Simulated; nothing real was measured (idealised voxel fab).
Proc. module: voxel self aligned vias
Displayed cross-section: cut, width of 270 nm, square cells sized 5 nm.
In what follows, cross-sections appear as grids of square cells, described through bands that run from the top down, where every band is one or more rows of cells. Each band's line starts with the height of the band's top and of its bottom, in nm. Then come its materials from left to right, each with its width in nm. One material with "all across" fills the band from edge to edge. "empty" is empty space. A quick word on heights: they are counted from 0, and under that level the wafer as it came to us is one material throughout. The lowest band is different from the rest in having no bottom; it simply continues downward, written as in "from 0 down". A two-number width, for instance "30 to 40", indicates that the width is equal to the first number in the top row of the band and to the second number in the bottom row, and that it changes by a constant amount per row of cells. The cross-section has no changed cell in any step marked "remains unaltered". The entry "Enclosed void list" lists the empty spaces that cover at least 8 cells and have no open path to the top. Each is written as width x height at distance, where the distance is measured from the left edge and all three values are in nm. Formally, on a step line, whatever follows the settings is a remark that the simulator itself makes on the step. "overlay nm", when on a step's line for a step with a mask, measures how far to the right of its planned place the mask lay; a negative measure means to the left.

## Process steps (planned)
- 1: RECEIVE with material Si
- 2: CONFORMAL_DEP with material SiO2, thk nm 15
- 3: CONFORMAL_DEP with material SiCN, thk nm 5
- 4: DIRECTIONAL_DEP with material SiO2, thk nm 20
- 5: DIRECTIONAL_DEP with material aC, thk nm 10
- 6: PATTERN with tone open, mask id LINES, material resist, width nm 30, pitch nm 70, thk nm 25, overlay nm 0
- 7: DIRECTIONAL_ETCH with etch materials aC, depth nm 10
- 8: STRIP with etch materials resist
- 9: DIRECTIONAL_ETCH with etch materials SiO2, depth nm 20
- 10: STRIP with etch materials aC
- 11: CONFORMAL_DEP with material TiN, thk nm 5
- 12: FILL_DEP with material Ru, thk nm 5
- 13: CMP with height nm 40
- 14: SELECTIVE_ETCH with etch materials W Ru TiN, depth nm 10
- 15: FILL_DEP with material SiN, thk nm 10
- 16: CMP with height nm 40
- 17: DIRECTIONAL_DEP with material SiO2, thk nm 20
- 18: PATTERN with tone open, mask id VIAS, material resist, width nm 50, thk nm 15, overlay nm 0
- 19: DIRECTIONAL_ETCH with etch materials SiO2, depth nm 20
- 20: DIRECTIONAL_ETCH with etch materials SiN, depth nm 10
- 21: STRIP with etch materials resist
- 22: CONFORMAL_DEP with material TiN, thk nm 5
- 23: FILL_DEP with material W, thk nm 10
- 24: CMP with height nm 60
- 25: CONFORMAL_DEP with material SiCN, thk nm 5

## Run as planned: first of two wafers

## As received (post step 1): cross-section
  from 0 down: Si all across
  Enclosed void list: none

## Step 2 complete: cross-section through the wafer
  from 15 to 0: SiO2 all across
  Unchanged below 0.

## Step 3 complete: cross-section through the wafer
  from 20 to 15: SiCN all across
  Unchanged below 15.

## Step 4 complete: cross-section through the wafer
  from 40 to 20: SiO2 all across
  Unchanged below 20.

## Step 5 complete: cross-section through the wafer
  from 50 to 40: aC all across
  Unchanged below 40.

## Step 6 complete: cross-section through the wafer
  from 75 to 50: resist 85  empty 30  resist 40  empty 30  resist 85
  Unchanged below 50.

## Step 7 complete: cross-section through the wafer
  from 65 to 50: resist 85  empty 30  resist 40  empty 30  resist 85
  from 50 to 40: aC 85  empty 30  aC 40  empty 30  aC 85
  Unchanged below 40.

## Step 8 complete: cross-section through the wafer
  from 50 to 40: aC 85  empty 30  aC 40  empty 30  aC 85
  Unchanged below 40.

## Step 9 complete: cross-section through the wafer
  from 50 to 40: aC 85  empty 30  aC 40  empty 30  aC 85
  from 40 to 20: SiO2 85  empty 30  SiO2 40  empty 30  SiO2 85
  Unchanged below 20.

## Step 10 complete: cross-section through the wafer
  from 40 to 20: SiO2 85  empty 30  SiO2 40  empty 30  SiO2 85
  Unchanged below 20.

## Step 11 complete: cross-section through the wafer
  from 45 to 40: TiN 90  empty 20  TiN 50  empty 20  TiN 90
  from 40 to 25: SiO2 85  TiN 5  empty 20  TiN 5  SiO2 40  TiN 5  empty 20  TiN 5  SiO2 85
  from 25 to 20: SiO2 85  TiN 30  SiO2 40  TiN 30  SiO2 85
  Unchanged below 20.

## Step 12 complete: cross-section through the wafer
  from 50 to 45: Ru all across
  from 45 to 40: TiN 90  Ru 20  TiN 50  Ru 20  TiN 90
  from 40 to 25: SiO2 85  TiN 5  Ru 20  TiN 5  SiO2 40  TiN 5  Ru 20  TiN 5  SiO2 85
  Unchanged below 25.

## Step 13 complete: cross-section through the wafer
  from 40 to 25: SiO2 85  TiN 5  Ru 20  TiN 5  SiO2 40  TiN 5  Ru 20  TiN 5  SiO2 85
  Unchanged below 25.

## Step 14 complete: cross-section through the wafer
  from 40 to 30: SiO2 85  empty 30  SiO2 40  empty 30  SiO2 85
  Unchanged below 30.

## Step 15 complete: cross-section through the wafer
  from 50 to 40: SiN all across
  from 40 to 30: SiO2 85  SiN 30  SiO2 40  SiN 30  SiO2 85
  Unchanged below 30.

## Step 16 complete: cross-section through the wafer
  from 40 to 30: SiO2 85  SiN 30  SiO2 40  SiN 30  SiO2 85
  Unchanged below 30.

## Step 17 complete: cross-section through the wafer
  from 60 to 40: SiO2 all across
  Unchanged below 40.

## Step 18 complete: cross-section through the wafer
  from 75 to 60: resist 75  empty 50  resist 145
  Unchanged below 60.

## Step 19 complete: cross-section through the wafer
  from 75 to 60: resist 75  empty 50  resist 145
  from 60 to 40: SiO2 75  empty 50  SiO2 145
  Unchanged below 40.

## Step 20 complete: cross-section through the wafer
  from 75 to 60: resist 75  empty 50  resist 145
  from 60 to 40: SiO2 75  empty 50  SiO2 145
  from 40 to 30: SiO2 85  empty 30  SiO2 40  SiN 30  SiO2 85
  Unchanged below 30.

## Step 21 complete: cross-section through the wafer
  from 60 to 40: SiO2 75  empty 50  SiO2 145
  Unchanged below 40.

## Step 22 complete: cross-section through the wafer
  from 65 to 60: TiN 80  empty 40  TiN 150
  from 60 to 45: SiO2 75  TiN 5  empty 40  TiN 5  SiO2 145
  from 45 to 40: SiO2 75  TiN 15  empty 20  TiN 15  SiO2 145
  from 40 to 35: SiO2 85  TiN 5  empty 20  TiN 5  SiO2 40  SiN 30  SiO2 85
  from 35 to 30: SiO2 85  TiN 30  SiO2 40  SiN 30  SiO2 85
  Unchanged below 30.

## Step 23 complete: cross-section through the wafer
  from 75 to 65: W all across
  from 65 to 60: TiN 80  W 40  TiN 150
  from 60 to 45: SiO2 75  TiN 5  W 40  TiN 5  SiO2 145
  from 45 to 40: SiO2 75  TiN 15  W 20  TiN 15  SiO2 145
  from 40 to 35: SiO2 85  TiN 5  W 20  TiN 5  SiO2 40  SiN 30  SiO2 85
  Unchanged below 35.

## Step 24 complete: cross-section through the wafer
  from 60 to 45: SiO2 75  TiN 5  W 40  TiN 5  SiO2 145
  Unchanged below 45.

## Step 25 complete: cross-section through the wafer
  from 65 to 60: SiCN all across
  Unchanged below 60.

## Here the second wafer is described. Its start and its plan were those of the first wafer. Its run contained one mistake. Up to and including step 3, it did exactly what the first wafer did

## Cross-section: second wafer, time at which step 4 was scheduled to end
  from 40 to 20: TiN all across
  Unchanged below 20.

## Cross-section: second wafer, time at which step 5 was scheduled to end
  from 50 to 40: aC all across
  Unchanged below 40.

## Cross-section: second wafer, time at which step 6 was scheduled to end
  from 75 to 50: resist 85  empty 30  resist 40  empty 30  resist 85
  Unchanged below 50.

## Cross-section: second wafer, time at which step 7 was scheduled to end
  from 65 to 50: resist 85  empty 30  resist 40  empty 30  resist 85
  from 50 to 40: aC 85  empty 30  aC 40  empty 30  aC 85
  Unchanged below 40.

## Cross-section: second wafer, time at which step 8 was scheduled to end
  from 50 to 40: aC 85  empty 30  aC 40  empty 30  aC 85
  Unchanged below 40.

Cross-section: second wafer, time at which step 9 was scheduled to end: remains unaltered

## Cross-section: second wafer, time at which step 10 was scheduled to end
  from 40 to 20: TiN all across
  Unchanged below 20.

## Cross-section: second wafer, time at which step 11 was scheduled to end
  from 45 to 20: TiN all across
  Unchanged below 20.

## Cross-section: second wafer, time at which step 12 was scheduled to end
  from 50 to 45: Ru all across
  Unchanged below 45.

## Cross-section: second wafer, time at which step 13 was scheduled to end
  from 40 to 20: TiN all across
  Unchanged below 20.

## Cross-section: second wafer, time at which step 14 was scheduled to end
  from 30 to 20: TiN all across
  Unchanged below 20.

## Cross-section: second wafer, time at which step 15 was scheduled to end
  from 40 to 30: SiN all across
  Unchanged below 30.

Cross-section: second wafer, time at which step 16 was scheduled to end: remains unaltered

## Cross-section: second wafer, time at which step 17 was scheduled to end
  from 60 to 40: SiO2 all across
  Unchanged below 40.

## Cross-section: second wafer, time at which step 18 was scheduled to end
  from 75 to 60: resist 75  empty 50  resist 145
  Unchanged below 60.

## Cross-section: second wafer, time at which step 19 was scheduled to end
  from 75 to 60: resist 75  empty 50  resist 145
  from 60 to 40: SiO2 75  empty 50  SiO2 145
  Unchanged below 40.

## Cross-section: second wafer, time at which step 20 was scheduled to end
  from 75 to 60: resist 75  empty 50  resist 145
  from 60 to 40: SiO2 75  empty 50  SiO2 145
  from 40 to 30: SiN 75  empty 50  SiN 145
  Unchanged below 30.

## Cross-section: second wafer, time at which step 21 was scheduled to end
  from 60 to 40: SiO2 75  empty 50  SiO2 145
  Unchanged below 40.

## Cross-section: second wafer, time at which step 22 was scheduled to end
  from 65 to 60: TiN 80  empty 40  TiN 150
  from 60 to 40: SiO2 75  TiN 5  empty 40  TiN 5  SiO2 145
  from 40 to 35: SiN 75  TiN 5  empty 40  TiN 5  SiN 145
  from 35 to 30: SiN 75  TiN 50  SiN 145
  Unchanged below 30.

## Cross-section: second wafer, time at which step 23 was scheduled to end
  from 75 to 65: W all across
  from 65 to 60: TiN 80  W 40  TiN 150
  from 60 to 40: SiO2 75  TiN 5  W 40  TiN 5  SiO2 145
  from 40 to 35: SiN 75  TiN 5  W 40  TiN 5  SiN 145
  Unchanged below 35.

## Cross-section: second wafer, time at which step 24 was scheduled to end
  from 60 to 40: SiO2 75  TiN 5  W 40  TiN 5  SiO2 145
  Unchanged below 40.

## Cross-section: second wafer, time at which step 25 was scheduled to end
  from 65 to 60: SiCN all across
  Unchanged below 60.
What was done differently from what was planned? step 4 deviated from plan and actually ran as DIRECTIONAL_DEP with material TiN, thk nm 20
Final tally in cells, some materials are higher or lower on the second wafer than on the first: 8 fewer of Ru | 76 more of SiN | 168 fewer of SiO2 | 92 more of TiN | 8 more of W
